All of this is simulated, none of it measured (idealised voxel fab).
The process module that follows is named voxel wiring stack.
For reference, the cross-section in this document is cut, with width 190 nm and square cells of 5 nm.
We lay out every cross-section as a grid of square cells and spell it out in bands from the top down, where one band means one or more rows of cells. The entry gives the band's vertical extent as a top height and a bottom height in nm, then its horizontal make-up as materials from left to right, each with a width in nm. "air" stands for empty space; a single material marked "full width" fills the band edge to edge. For the purposes of this specification, 0 denotes the height below which the wafer in its as-received condition is composed wholly of one material, and the lowermost band, lacking a lower limit, extends downward without end, as expressed in "top 0, no bottom". Width: "30..40" (first number = top row, second number = bottom row, same change from row to row of cells). Take "everything unchanged" at face value: in the step it is given for, the cross-section changed in none of its cells. Any empty space of 8 cells or more lacking an open way to the top shows up in "Sealed-off cavities" as width x height at distance, distance from the left edge, in nm. On each step's line, the part that comes after the settings is the simulator's own comment on the step. "overlay nm" answers the question of how far to the right of plan the mask lay on a step that has a mask, and when it is negative the answer is to the left. Everything after this point is organized in pairs: a cross-section before one process step, a cross-section after it that shows only as deep as the lowest changed band, and, under the pair, the intervening step with its settings. Because different runs of this module on the same starting wafer can supply different pairs, a pair continues from the pair above it only if its entry headed "Pre-processing view" says so.
# Pre-processing view
    top 55, bottom 45 | 15 of lowk  15 of air  75 of lowk  15 of air  70 of lowk
    top 45, bottom 40 | 15 of SiCN  15 of air  75 of SiCN  15 of air  70 of SiCN
    top 40, bottom 35 | 15 of lowk  5 of TiN  15 of Cu  5 of TiN  20 of lowk  5 of TiN  15 of Cu  5 of TiN  20 of lowk  5 of TiN  15 of Cu  5 of TiN  20 of lowk  5 of TiN  15 of Cu  5 of TiN  15 of lowk
    top 35, bottom 30 | 15 of SiN  25 of TiN  20 of SiN  25 of TiN  20 of SiN  25 of TiN  20 of SiN  25 of TiN  15 of SiN
    top 30, bottom 0 | SiO2 full width
    top 0, no bottom | Si full width
    Sealed-off cavities: none
# Post-Step Snapshot
    top 60, bottom 55 | 20 of TiN  5 of air  85 of TiN  5 of air  75 of TiN
    top 55, bottom 45 | 15 of lowk  5 of TiN  5 of air  5 of TiN  75 of lowk  5 of TiN  5 of air  5 of TiN  70 of lowk
    top 45, bottom 40 | 15 of SiCN  15 of TiN  75 of SiCN  15 of TiN  70 of SiCN
    Under the height 40 nothing was changed.
    Sealed-off cavities: none
Applied between the two views above: CONFORMAL_DEP: material TiN, thk nm 5
Pre-processing view: we pick up right where the pair above leaves off, with its after cross-section.
# Post-Step Snapshot
    top 65, bottom 60 | W full width
    top 60, bottom 55 | 20 of TiN  5 of W  85 of TiN  5 of W  75 of TiN
    top 55, bottom 45 | 15 of lowk  5 of TiN  5 of W  5 of TiN  75 of lowk  5 of TiN  5 of W  5 of TiN  70 of lowk
    Under the height 45 nothing was changed.
    Sealed-off cavities: none
Applied between the two views above: FILL_DEP: material W, thk nm 5
Pre-processing view: we pick up right where the pair above leaves off, with its after cross-section.
# Post-Step Snapshot
    top 55, bottom 45 | 15 of lowk  5 of TiN  5 of W  5 of TiN  75 of lowk  5 of TiN  5 of W  5 of TiN  70 of lowk
    Under the height 45 nothing was changed.
    Sealed-off cavities: none
Applied between the two views above: CMP: height nm 55
Pre-processing view: we pick up right where the pair above leaves off, with its after cross-section.
# Post-Step Snapshot
    top 60, bottom 55 | SiN full width
    Under the height 55 nothing was changed.
    Sealed-off cavities: none
Applied between the two views above: CONFORMAL_DEP: material SiN, thk nm 5
Pre-processing view: we pick up right where the pair above leaves off, with its after cross-section.
# Post-Step Snapshot
    top 80, bottom 60 | lowk full width
    Under the height 60 nothing was changed.
    Sealed-off cavities: none
Applied between the two views above: DIRECTIONAL_DEP: material lowk, thk nm 20
Pre-processing view: we pick up right where the pair above leaves off, with its after cross-section.
# Post-Step Snapshot
    top 80, bottom 60 | 15 of lowk  25 of air  20 of lowk  25 of air  20 of lowk  25 of air  20 of lowk  25 of air  15 of lowk
    Under the height 60 nothing was changed.
    Sealed-off cavities: none
Applied between the two views above: MASKED_ETCH: tone open, mask id METAL_2, width nm 25, pitch nm 45, etch materials lowk, depth nm 20, overlay nm 0
Pre-processing view: we pick up right where the pair above leaves off, with its after cross-section.
# Post-Step Snapshot
    top 80, bottom 60 | 15 of lowk  25 of air  20 of lowk  25 of air  20 of lowk  25 of air  20 of lowk  25 of air  15 of lowk
    top 60, bottom 55 | 15 of SiN  25 of air  20 of SiN  25 of air  20 of SiN  25 of air  20 of SiN  25 of air  15 of SiN
    Under the height 55 nothing was changed.
    Sealed-off cavities: none
Applied between the two views above: MASKED_ETCH: tone open, mask id METAL_2, width nm 25, pitch nm 45, etch materials SiN, depth nm 5, overlay nm 0
Pre-processing view: we pick up right where the pair above leaves off, with its after cross-section.
# Post-Step Snapshot
    top 85, bottom 80 | 20 of TiN  15 of air  30 of TiN  15 of air  30 of TiN  15 of air  30 of TiN  15 of air  20 of TiN
    top 80, bottom 60 | 15 of lowk  5 of TiN  15 of air  5 of TiN  20 of lowk  5 of TiN  15 of air  5 of TiN  20 of lowk  5 of TiN  15 of air  5 of TiN  20 of lowk  5 of TiN  15 of air  5 of TiN  15 of lowk
    top 60, bottom 55 | 15 of SiN  25 of TiN  20 of SiN  25 of TiN  20 of SiN  25 of TiN  20 of SiN  25 of TiN  15 of SiN
    Under the height 55 nothing was changed.
    Sealed-off cavities: none
Applied between the two views above: CONFORMAL_DEP: material TiN, thk nm 5
Pre-processing view: we pick up right where the pair above leaves off, with its after cross-section.
# Post-Step Snapshot
    top 95, bottom 85 | Cu full width
    top 85, bottom 80 | 20 of TiN  15 of Cu  30 of TiN  15 of Cu  30 of TiN  15 of Cu  30 of TiN  15 of Cu  20 of TiN
    top 80, bottom 60 | 15 of lowk  5 of TiN  15 of Cu  5 of TiN  20 of lowk  5 of TiN  15 of Cu  5 of TiN  20 of lowk  5 of TiN  15 of Cu  5 of TiN  20 of lowk  5 of TiN  15 of Cu  5 of TiN  15 of lowk
    Under the height 60 nothing was changed.
    Sealed-off cavities: none
Applied between the two views above: FILL_DEP: material Cu, thk nm 10
Pre-processing view: we pick up right where the pair above leaves off, with its after cross-section.
# Post-Step Snapshot
    top 80, bottom 60 | 15 of lowk  5 of TiN  15 of Cu  5 of TiN  20 of lowk  5 of TiN  15 of Cu  5 of TiN  20 of lowk  5 of TiN  15 of Cu  5 of TiN  20 of lowk  5 of TiN  15 of Cu  5 of TiN  15 of lowk
    Under the height 60 nothing was changed.
    Sealed-off cavities: none
Applied between the two views above: CMP: height nm 80
Pre-processing view: we pick up right where the pair above leaves off, with its after cross-section.
# Post-Step Snapshot
    top 85, bottom 80 | 10 of air  35 of Ru  10 of air  35 of Ru  10 of air  35 of Ru  10 of air  35 of Ru  10 of air
    Under the height 80 nothing was changed.
    Sealed-off cavities: none
Applied between the two views above: EPI: material Ru, thk nm 5
Pre-processing view: we pick up right where the pair above leaves off, with its after cross-section.
# Post-Step Snapshot
    top 90, bottom 85 | SiCN full width
    top 85, bottom 80 | 10 of SiCN  35 of Ru  10 of SiCN  35 of Ru  10 of SiCN  35 of Ru  10 of SiCN  35 of Ru  10 of SiCN
    Under the height 80 nothing was changed.
    Sealed-off cavities: none
Applied between the two views above: FILL_DEP: material SiCN, thk nm 5
# Pre-processing view
    top 35, bottom 15 | lowk full width
    top 15, bottom 0 | SiO2 full width
    top 0, no bottom | Si full width
    Sealed-off cavities: none
# Post-Step Snapshot
    top 40, bottom 35 | SiN full width
    Under the height 35 nothing was changed.
    Sealed-off cavities: none
Applied between the two views above: CONFORMAL_DEP: material SiN, thk nm 5
Pre-processing view: we pick up right where the pair above leaves off, with its after cross-section.
# Post-Step Snapshot
    top 55, bottom 40 | 15 of resist  25 of air  20 of resist  25 of air  20 of resist  25 of air  20 of resist  25 of air  15 of resist
    Under the height 40 nothing was changed.
    Sealed-off cavities: none
Applied between the two views above: PATTERN: tone open, mask id METAL_1, material resist, width nm 25, pitch nm 45, thk nm 15, overlay nm 0
Pre-processing view: we pick up right where the pair above leaves off, with its after cross-section.
# Post-Step Snapshot
    top 55, bottom 40 | 15 of resist  25 of air  20 of resist  25 of air  20 of resist  25 of air  20 of resist  25 of air  15 of resist
    top 40, bottom 35 | 15 of SiN  25 of air  20 of SiN  25 of air  20 of SiN  25 of air  20 of SiN  25 of air  15 of SiN
    Under the height 35 nothing was changed.
    Sealed-off cavities: none
Applied between the two views above: DIRECTIONAL_ETCH: etch materials SiN, depth nm 5
Pre-processing view: we pick up right where the pair above leaves off, with its after cross-section.
# Post-Step Snapshot
    top 40, bottom 35 | 15 of SiN  25 of air  20 of SiN  25 of air  20 of SiN  25 of air  20 of SiN  25 of air  15 of SiN
    Under the height 35 nothing was changed.
    Sealed-off cavities: none
Applied between the two views above: STRIP: etch materials resist
Pre-processing view: we pick up right where the pair above leaves off, with its after cross-section.
# Post-Step Snapshot
    top 45, bottom 40 | 20 of TiN  15 of air  30 of TiN  15 of air  30 of TiN  15 of air  30 of TiN  15 of air  20 of TiN
    top 40, bottom 35 | 15 of SiN  25 of TiN  20 of SiN  25 of TiN  20 of SiN  25 of TiN  20 of SiN  25 of TiN  15 of SiN
    Under the height 35 nothing was changed.
    Sealed-off cavities: none
Applied between the two views above: CONFORMAL_DEP: material TiN, thk nm 5
Pre-processing view: we pick up right where the pair above leaves off, with its after cross-section.
# Post-Step Snapshot
    top 55, bottom 45 | Cu full width
    top 45, bottom 40 | 20 of TiN  15 of Cu  30 of TiN  15 of Cu  30 of TiN  15 of Cu  30 of TiN  15 of Cu  20 of TiN
    Under the height 40 nothing was changed.
    Sealed-off cavities: none
Applied between the two views above: FILL_DEP: material Cu, thk nm 10
Pre-processing view: we pick up right where the pair above leaves off, with its after cross-section.
# Post-Step Snapshot
    top 40, bottom 35 | 15 of SiN  25 of TiN  20 of SiN  25 of TiN  20 of SiN  25 of TiN  20 of SiN  25 of TiN  15 of SiN
    Under the height 35 nothing was changed.
    Sealed-off cavities: none
Applied between the two views above: CMP: height nm 40
Pre-processing view: we pick up right where the pair above leaves off, with its after cross-section.
# Post-Step Snapshot
    top 45, bottom 40 | SiCN full width
    Under the height 40 nothing was changed.
    Sealed-off cavities: none
Applied between the two views above: CONFORMAL_DEP: material SiCN, thk nm 5
Pre-processing view: we pick up right where the pair above leaves off, with its after cross-section.
# Post-Step Snapshot
    top 55, bottom 45 | lowk full width
    Under the height 45 nothing was changed.
    Sealed-off cavities: none
Applied between the two views above: DIRECTIONAL_DEP: material lowk, thk nm 10
Pre-processing view: we pick up right where the pair above leaves off, with its after cross-section.
# Post-Step Snapshot
    top 75, bottom 55 | 15 of resist  15 of air  75 of resist  15 of air  70 of resist
    Under the height 55 nothing was changed.
    Sealed-off cavities: none
Applied between the two views above: PATTERN: tone open, mask id PLUG_1, material resist, width nm 15, pitch nm 90, thk nm 20, overlay nm 0
Pre-processing view: we pick up right where the pair above leaves off, with its after cross-section.
# Post-Step Snapshot
    top 75, bottom 55 | 15 of resist  15 of air  75 of resist  15 of air  70 of resist
    top 55, bottom 45 | 15 of lowk  15 of air  75 of lowk  15 of air  70 of lowk
    Under the height 45 nothing was changed.
    Sealed-off cavities: none
Applied between the two views above: DIRECTIONAL_ETCH: etch materials lowk, depth nm 10
Pre-processing view: we pick up right where the pair above leaves off, with its after cross-section.
# Post-Step Snapshot
    top 75, bottom 55 | 15 of resist  15 of air  75 of resist  15 of air  70 of resist
    top 55, bottom 45 | 15 of lowk  15 of air  75 of lowk  15 of air  70 of lowk
    top 45, bottom 40 | 15 of SiCN  15 of air  75 of SiCN  15 of air  70 of SiCN
    Under the height 40 nothing was changed.
    Sealed-off cavities: none
Applied between the two views above: DIRECTIONAL_ETCH: etch materials SiCN, depth nm 5
Pre-processing view: we pick up right where the pair above leaves off, with its after cross-section.
# Post-Step Snapshot
    top 55, bottom 45 | 15 of lowk  15 of air  75 of lowk  15 of air  70 of lowk
    Under the height 45 nothing was changed.
    Sealed-off cavities: none
Applied between the two views above: STRIP: etch materials resist
Pre-processing view: we pick up right where the pair above leaves off, with its after cross-section.
# Post-Step Snapshot
    top 60, bottom 55 | 20 of TiN  5 of air  85 of TiN  5 of air  75 of TiN
    top 55, bottom 45 | 15 of lowk  5 of TiN  5 of air  5 of TiN  75 of lowk  5 of TiN  5 of air  5 of TiN  70 of lowk
    top 45, bottom 40 | 15 of SiCN  15 of TiN  75 of SiCN  15 of TiN  70 of SiCN
    Under the height 40 nothing was changed.
    Sealed-off cavities: none
Applied between the two views above: CONFORMAL_DEP: material TiN, thk nm 5
Pre-processing view: we pick up right where the pair above leaves off, with its after cross-section.
# Post-Step Snapshot
    top 65, bottom 60 | W full width
    top 60, bottom 55 | 20 of TiN  5 of W  85 of TiN  5 of W  75 of TiN
    top 55, bottom 45 | 15 of lowk  5 of TiN  5 of W  5 of TiN  75 of lowk  5 of TiN  5 of W  5 of TiN  70 of lowk
    Under the height 45 nothing was changed.
    Sealed-off cavities: none
Applied between the two views above: FILL_DEP: material W, thk nm 5
Pre-processing view: we pick up right where the pair above leaves off, with its after cross-section.
# Post-Step Snapshot
    top 55, bottom 45 | 15 of lowk  5 of TiN  5 of W  5 of TiN  75 of lowk  5 of TiN  5 of W  5 of TiN  70 of lowk
    Under the height 45 nothing was changed.
    Sealed-off cavities: none
Applied between the two views above: CMP: height nm 55
Pre-processing view: we pick up right where the pair above leaves off, with its after cross-section.
# Post-Step Snapshot
    top 60, bottom 55 | SiN full width
    Under the height 55 nothing was changed.
    Sealed-off cavities: none
Applied between the two views above: CONFORMAL_DEP: material SiN, thk nm 5
Pre-processing view: we pick up right where the pair above leaves off, with its after cross-section.
# Post-Step Snapshot
    top 80, bottom 60 | lowk full width
    Under the height 60 nothing was changed.
    Sealed-off cavities: none
Applied between the two views above: DIRECTIONAL_DEP: material lowk, thk nm 20
Pre-processing view: we pick up right where the pair above leaves off, with its after cross-section.
# Post-Step Snapshot
    top 80, bottom 60 | 15 of lowk  25 of air  20 of lowk  25 of air  20 of lowk  25 of air  20 of lowk  25 of air  15 of lowk
    Under the height 60 nothing was changed.
    Sealed-off cavities: none
Applied between the two views above: MASKED_ETCH: tone open, mask id METAL_2, width nm 25, pitch nm 45, etch materials lowk, depth nm 20, overlay nm 0
Pre-processing view: we pick up right where the pair above leaves off, with its after cross-section.
# Post-Step Snapshot
    top 80, bottom 60 | 15 of lowk  25 of air  20 of lowk  25 of air  20 of lowk  25 of air  20 of lowk  25 of air  15 of lowk
    top 60, bottom 55 | 15 of SiN  25 of air  20 of SiN  25 of air  20 of SiN  25 of air  20 of SiN  25 of air  15 of SiN
    Under the height 55 nothing was changed.
    Sealed-off cavities: none
Applied between the two views above: MASKED_ETCH: tone open, mask id METAL_2, width nm 25, pitch nm 45, etch materials SiN, depth nm 5, overlay nm 0
Pre-processing view: we pick up right where the pair above leaves off, with its after cross-section.
# Post-Step Snapshot
    top 85, bottom 80 | 20 of TiN  15 of air  30 of TiN  15 of air  30 of TiN  15 of air  30 of TiN  15 of air  20 of TiN
    top 80, bottom 60 | 15 of lowk  5 of TiN  15 of air  5 of TiN  20 of lowk  5 of TiN  15 of air  5 of TiN  20 of lowk  5 of TiN  15 of air  5 of TiN  20 of lowk  5 of TiN  15 of air  5 of TiN  15 of lowk
    top 60, bottom 55 | 15 of SiN  25 of TiN  20 of SiN  25 of TiN  20 of SiN  25 of TiN  20 of SiN  25 of TiN  15 of SiN
    Under the height 55 nothing was changed.
    Sealed-off cavities: none
Applied between the two views above: CONFORMAL_DEP: material TiN, thk nm 5
Pre-processing view: we pick up right where the pair above leaves off, with its after cross-section.
# Post-Step Snapshot
    top 95, bottom 85 | Cu full width
    top 85, bottom 80 | 20 of TiN  15 of Cu  30 of TiN  15 of Cu  30 of TiN  15 of Cu  30 of TiN  15 of Cu  20 of TiN
    top 80, bottom 60 | 15 of lowk  5 of TiN  15 of Cu  5 of TiN  20 of lowk  5 of TiN  15 of Cu  5 of TiN  20 of lowk  5 of TiN  15 of Cu  5 of TiN  20 of lowk  5 of TiN  15 of Cu  5 of TiN  15 of lowk
    Under the height 60 nothing was changed.
    Sealed-off cavities: none
Applied between the two views above: FILL_DEP: material Cu, thk nm 10
Pre-processing view: we pick up right where the pair above leaves off, with its after cross-section.
# Post-Step Snapshot
    top 80, bottom 60 | 15 of lowk  5 of TiN  15 of Cu  5 of TiN  20 of lowk  5 of TiN  15 of Cu  5 of TiN  20 of lowk  5 of TiN  15 of Cu  5 of TiN  20 of lowk  5 of TiN  15 of Cu  5 of TiN  15 of lowk
    Under the height 60 nothing was changed.
    Sealed-off cavities: none
Applied between the two views above: CMP: height nm 80
Pre-processing view: we pick up right where the pair above leaves off, with its after cross-section.
# Post-Step Snapshot
    top 85, bottom 80 | 10 of air  35 of Ru  10 of air  35 of Ru  10 of air  35 of Ru  10 of air  35 of Ru  10 of air
    Under the height 80 nothing was changed.
    Sealed-off cavities: none
Applied between the two views above: EPI: material Ru, thk nm 5
Pre-processing view: we pick up right where the pair above leaves off, with its after cross-section.
# Post-Step Snapshot
    top 90, bottom 85 | SiCN full width
    top 85, bottom 80 | 10 of SiCN  35 of Ru  10 of SiCN  35 of Ru  10 of SiCN  35 of Ru  10 of SiCN  35 of Ru  10 of SiCN
    Under the height 80 nothing was changed.
    Sealed-off cavities: none
Applied between the two views above: FILL_DEP: material SiCN, thk nm 5
# Pre-processing view
    top 95, bottom 85 | Cu full width
    top 85, bottom 80 | 20 of TiN  15 of Cu  30 of TiN  15 of Cu  30 of TiN  15 of Cu  30 of TiN  15 of Cu  20 of TiN
    top 80, bottom 60 | 15 of lowk  5 of TiN  15 of Cu  5 of TiN  20 of lowk  5 of TiN  15 of Cu  5 of TiN  20 of lowk  5 of TiN  15 of Cu  5 of TiN  20 of lowk  5 of TiN  15 of Cu  5 of TiN  15 of lowk
    top 60, bottom 55 | 15 of SiN  25 of TiN  20 of SiN  25 of TiN  20 of SiN  25 of TiN  20 of SiN  25 of TiN  15 of SiN
    top 55, bottom 45 | 15 of lowk  5 of TiN  5 of W  5 of TiN  75 of lowk  5 of TiN  5 of W  5 of TiN  70 of lowk
    top 45, bottom 40 | 15 of SiCN  15 of TiN  75 of SiCN  15 of TiN  70 of SiCN
    top 40, bottom 20 | 15 of lowk  5 of TiN  15 of Cu  5 of TiN  20 of lowk  5 of TiN  15 of Cu  5 of TiN  20 of lowk  5 of TiN  15 of Cu  5 of TiN  20 of lowk  5 of TiN  15 of Cu  5 of TiN  15 of lowk
    top 20, bottom 15 | 15 of SiN  25 of TiN  20 of SiN  25 of TiN  20 of SiN  25 of TiN  20 of SiN  25 of TiN  15 of SiN
    top 15, bottom 0 | SiO2 full width
    top 0, no bottom | Si full width
    Sealed-off cavities: none
# Post-Step Snapshot
    top 70, bottom 60 | 15 of lowk  5 of TiN  15 of Cu  5 of TiN  20 of lowk  5 of TiN  15 of Cu  5 of TiN  20 of lowk  5 of TiN  15 of Cu  5 of TiN  20 of lowk  5 of TiN  15 of Cu  5 of TiN  15 of lowk
    Under the height 60 nothing was changed.
    Sealed-off cavities: none
Applied between the two views above: CMP: height nm 70
Pre-processing view: we pick up right where the pair above leaves off, with its after cross-section.
# Post-Step Snapshot
    top 75, bottom 70 | 10 of air  35 of Ru  10 of air  35 of Ru  10 of air  35 of Ru  10 of air  35 of Ru  10 of air
    Under the height 70 nothing was changed.
    Sealed-off cavities: none
Applied between the two views above: EPI: material Ru, thk nm 5
Pre-processing view: we pick up right where the pair above leaves off, with its after cross-section.
# Post-Step Snapshot
    top 80, bottom 75 | SiCN full width
    top 75, bottom 70 | 10 of SiCN  35 of Ru  10 of SiCN  35 of Ru  10 of SiCN  35 of Ru  10 of SiCN  35 of Ru  10 of SiCN
    Under the height 70 nothing was changed.
    Sealed-off cavities: none
Applied between the two views above: FILL_DEP: material SiCN, thk nm 5
# Pre-processing view
    top 80, bottom 60 | 15 of lowk  25 of air  20 of lowk  25 of air  20 of lowk  25 of air  20 of lowk  25 of air  15 of lowk
    top 60, bottom 55 | SiN full width
    top 55, bottom 45 | 15 of lowk  5 of TiN  5 of W  5 of TiN  75 of lowk  5 of TiN  5 of W  5 of TiN  70 of lowk
    top 45, bottom 40 | 15 of SiCN  15 of TiN  75 of SiCN  15 of TiN  70 of SiCN
    top 40, bottom 20 | 15 of lowk  5 of TiN  15 of Cu  5 of TiN  20 of lowk  5 of TiN  15 of Cu  5 of TiN  20 of lowk  5 of TiN  15 of Cu  5 of TiN  20 of lowk  5 of TiN  15 of Cu  5 of TiN  15 of lowk
    top 20, bottom 15 | 15 of SiN  25 of TiN  20 of SiN  25 of TiN  20 of SiN  25 of TiN  20 of SiN  25 of TiN  15 of SiN
    top 15, bottom 0 | SiO2 full width
    top 0, no bottom | Si full width
    Sealed-off cavities: none
# Post-Step Snapshot
    top 80, bottom 60 | 15 of lowk  25 of air  20 of lowk  25 of air  20 of lowk  25 of air  20 of lowk  25 of air  15 of lowk
    top 60, bottom 55 | 20 of SiN  15 of air  30 of SiN  15 of air  30 of SiN  15 of air  30 of SiN  15 of air  20 of SiN
    Under the height 55 nothing was changed.
    Sealed-off cavities: none
Applied between the two views above: MASKED_ETCH: tone open, mask id METAL_2, width nm 15, pitch nm 45, etch materials SiN, depth nm 5, overlay nm 0
Pre-processing view: we pick up right where the pair above leaves off, with its after cross-section.
# Post-Step Snapshot
    top 85, bottom 80 | 20 of TiN  15 of air  30 of TiN  15 of air  30 of TiN  15 of air  30 of TiN  15 of air  20 of TiN
    top 80, bottom 65 | 15 of lowk  5 of TiN  15 of air  5 of TiN  20 of lowk  5 of TiN  15 of air  5 of TiN  20 of lowk  5 of TiN  15 of air  5 of TiN  20 of lowk  5 of TiN  15 of air  5 of TiN  15 of lowk
    top 65, bottom 60 | 15 of lowk  10 of TiN  5 of air  10 of TiN  20 of lowk  10 of TiN  5 of air  10 of TiN  20 of lowk  10 of TiN  5 of air  10 of TiN  20 of lowk  10 of TiN  5 of air  10 of TiN  15 of lowk
    top 60, bottom 55 | 20 of SiN  15 of TiN  30 of SiN  15 of TiN  30 of SiN  15 of TiN  30 of SiN  15 of TiN  20 of SiN
    Under the height 55 nothing was changed.
    Sealed-off cavities: none
Applied between the two views above: CONFORMAL_DEP: material TiN, thk nm 5
Pre-processing view: we pick up right where the pair above leaves off, with its after cross-section.
# Post-Step Snapshot
    top 95, bottom 85 | Cu full width
    top 85, bottom 80 | 20 of TiN  15 of Cu  30 of TiN  15 of Cu  30 of TiN  15 of Cu  30 of TiN  15 of Cu  20 of TiN
    top 80, bottom 65 | 15 of lowk  5 of TiN  15 of Cu  5 of TiN  20 of lowk  5 of TiN  15 of Cu  5 of TiN  20 of lowk  5 of TiN  15 of Cu  5 of TiN  20 of lowk  5 of TiN  15 of Cu  5 of TiN  15 of lowk
    top 65, bottom 60 | 15 of lowk  10 of TiN  5 of Cu  10 of TiN  20 of lowk  10 of TiN  5 of Cu  10 of TiN  20 of lowk  10 of TiN  5 of Cu  10 of TiN  20 of lowk  10 of TiN  5 of Cu  10 of TiN  15 of lowk
    Under the height 60 nothing was changed.
    Sealed-off cavities: none
Applied between the two views above: FILL_DEP: material Cu, thk nm 10
Pre-processing view: we pick up right where the pair above leaves off, with its after cross-section.
# Post-Step Snapshot
    top 80, bottom 65 | 15 of lowk  5 of TiN  15 of Cu  5 of TiN  20 of lowk  5 of TiN  15 of Cu  5 of TiN  20 of lowk  5 of TiN  15 of Cu  5 of TiN  20 of lowk  5 of TiN  15 of Cu  5 of TiN  15 of lowk
    Under the height 65 nothing was changed.
    Sealed-off cavities: none
Applied between the two views above: CMP: height nm 80
Pre-processing view: we pick up right where the pair above leaves off, with its after cross-section.
# Post-Step Snapshot
    top 85, bottom 80 | 10 of air  35 of Ru  10 of air  35 of Ru  10 of air  35 of Ru  10 of air  35 of Ru  10 of air
    Under the height 80 nothing was changed.
    Sealed-off cavities: none
Applied between the two views above: EPI: material Ru, thk nm 5
Pre-processing view: we pick up right where the pair above leaves off, with its after cross-section.
# Post-Step Snapshot
    top 90, bottom 85 | SiCN full width
    top 85, bottom 80 | 10 of SiCN  35 of Ru  10 of SiCN  35 of Ru  10 of SiCN  35 of Ru  10 of SiCN  35 of Ru  10 of SiCN
    Under the height 80 nothing was changed.
    Sealed-off cavities: none
Applied between the two views above: FILL_DEP: material SiCN, thk nm 5
# Pre-processing view
    top 55, bottom 45 | lowk full width
    top 45, bottom 40 | SiCN full width
    top 40, bottom 20 | 15 of lowk  5 of TiN  15 of Cu  5 of TiN  20 of lowk  5 of TiN  15 of Cu  5 of TiN  20 of lowk  5 of TiN  15 of Cu  5 of TiN  20 of lowk  5 of TiN  15 of Cu  5 of TiN  15 of lowk
    top 20, bottom 15 | 15 of SiN  25 of TiN  20 of SiN  25 of TiN  20 of SiN  25 of TiN  20 of SiN  25 of TiN  15 of SiN
    top 15, bottom 0 | SiO2 full width
    top 0, no bottom | Si full width
    Sealed-off cavities: none
# Post-Step Snapshot
    top 75, bottom 55 | 20 of resist  15 of air  75 of resist  15 of air  65 of resist
    Under the height 55 nothing was changed.
    Sealed-off cavities: none
Applied between the two views above: PATTERN: tone open, mask id PLUG_1, material resist, width nm 15, pitch nm 90, thk nm 20, overlay nm 5
Pre-processing view: we pick up right where the pair above leaves off, with its after cross-section.
# Post-Step Snapshot
    top 75, bottom 55 | 20 of resist  15 of air  75 of resist  15 of air  65 of resist
    top 55, bottom 45 | 20 of lowk  15 of air  75 of lowk  15 of air  65 of lowk
    Under the height 45 nothing was changed.
    Sealed-off cavities: none
Applied between the two views above: DIRECTIONAL_ETCH: etch materials lowk, depth nm 10
Pre-processing view: we pick up right where the pair above leaves off, with its after cross-section.
# Post-Step Snapshot
    top 75, bottom 55 | 20 of resist  15 of air  75 of resist  15 of air  65 of resist
    top 55, bottom 45 | 20 of lowk  15 of air  75 of lowk  15 of air  65 of lowk
    top 45, bottom 40 | 20 of SiCN  15 of air  75 of SiCN  15 of air  65 of SiCN
    Under the height 40 nothing was changed.
    Sealed-off cavities: none
Applied between the two views above: DIRECTIONAL_ETCH: etch materials SiCN, depth nm 5
Pre-processing view: we pick up right where the pair above leaves off, with its after cross-section.
# Post-Step Snapshot
    top 55, bottom 45 | 20 of lowk  15 of air  75 of lowk  15 of air  65 of lowk
    Under the height 45 nothing was changed.
    Sealed-off cavities: none
Applied between the two views above: STRIP: etch materials resist
Pre-processing view: we pick up right where the pair above leaves off, with its after cross-section.
# Post-Step Snapshot
    top 60, bottom 55 | 25 of TiN  5 of air  85 of TiN  5 of air  70 of TiN
    top 55, bottom 45 | 20 of lowk  5 of TiN  5 of air  5 of TiN  75 of lowk  5 of TiN  5 of air  5 of TiN  65 of lowk
    top 45, bottom 40 | 20 of SiCN  15 of TiN  75 of SiCN  15 of TiN  65 of SiCN
    Under the height 40 nothing was changed.
    Sealed-off cavities: none
Applied between the two views above: CONFORMAL_DEP: material TiN, thk nm 5
Pre-processing view: we pick up right where the pair above leaves off, with its after cross-section.
# Post-Step Snapshot
    top 65, bottom 60 | W full width
    top 60, bottom 55 | 25 of TiN  5 of W  85 of TiN  5 of W  70 of TiN
    top 55, bottom 45 | 20 of lowk  5 of TiN  5 of W  5 of TiN  75 of lowk  5 of TiN  5 of W  5 of TiN  65 of lowk
    Under the height 45 nothing was changed.
    Sealed-off cavities: none
Applied between the two views above: FILL_DEP: material W, thk nm 5
Pre-processing view: we pick up right where the pair above leaves off, with its after cross-section.
# Post-Step Snapshot
    top 55, bottom 45 | 20 of lowk  5 of TiN  5 of W  5 of TiN  75 of lowk  5 of TiN  5 of W  5 of TiN  65 of lowk
    Under the height 45 nothing was changed.
    Sealed-off cavities: none
Applied between the two views above: CMP: height nm 55
Pre-processing view: we pick up right where the pair above leaves off, with its after cross-section.
# Post-Step Snapshot
    top 60, bottom 55 | SiN full width
    Under the height 55 nothing was changed.
    Sealed-off cavities: none
Applied between the two views above: CONFORMAL_DEP: material SiN, thk nm 5
Pre-processing view: we pick up right where the pair above leaves off, with its after cross-section.
# Post-Step Snapshot
    top 80, bottom 60 | lowk full width
    Under the height 60 nothing was changed.
    Sealed-off cavities: none
Applied between the two views above: DIRECTIONAL_DEP: material lowk, thk nm 20
Pre-processing view: we pick up right where the pair above leaves off, with its after cross-section.
# Post-Step Snapshot
    top 80, bottom 60 | 15 of lowk  25 of air  20 of lowk  25 of air  20 of lowk  25 of air  20 of lowk  25 of air  15 of lowk
    Under the height 60 nothing was changed.
    Sealed-off cavities: none
Applied between the two views above: MASKED_ETCH: tone open, mask id METAL_2, width nm 25, pitch nm 45, etch materials lowk, depth nm 20, overlay nm 0
Pre-processing view: we pick up right where the pair above leaves off, with its after cross-section.
# Post-Step Snapshot
    top 80, bottom 60 | 15 of lowk  25 of air  20 of lowk  25 of air  20 of lowk  25 of air  20 of lowk  25 of air  15 of lowk
    top 60, bottom 55 | 15 of SiN  25 of air  20 of SiN  25 of air  20 of SiN  25 of air  20 of SiN  25 of air  15 of SiN
    Under the height 55 nothing was changed.
    Sealed-off cavities: none
Applied between the two views above: MASKED_ETCH: tone open, mask id METAL_2, width nm 25, pitch nm 45, etch materials SiN, depth nm 5, overlay nm 0
Pre-processing view: we pick up right where the pair above leaves off, with its after cross-section.
# Post-Step Snapshot
    top 85, bottom 80 | 20 of TiN  15 of air  30 of TiN  15 of air  30 of TiN  15 of air  30 of TiN  15 of air  20 of TiN
    top 80, bottom 60 | 15 of lowk  5 of TiN  15 of air  5 of TiN  20 of lowk  5 of TiN  15 of air  5 of TiN  20 of lowk  5 of TiN  15 of air  5 of TiN  20 of lowk  5 of TiN  15 of air  5 of TiN  15 of lowk
    top 60, bottom 55 | 15 of SiN  25 of TiN  20 of SiN  25 of TiN  20 of SiN  25 of TiN  20 of SiN  25 of TiN  15 of SiN
    Under the height 55 nothing was changed.
    Sealed-off cavities: none
Applied between the two views above: CONFORMAL_DEP: material TiN, thk nm 5
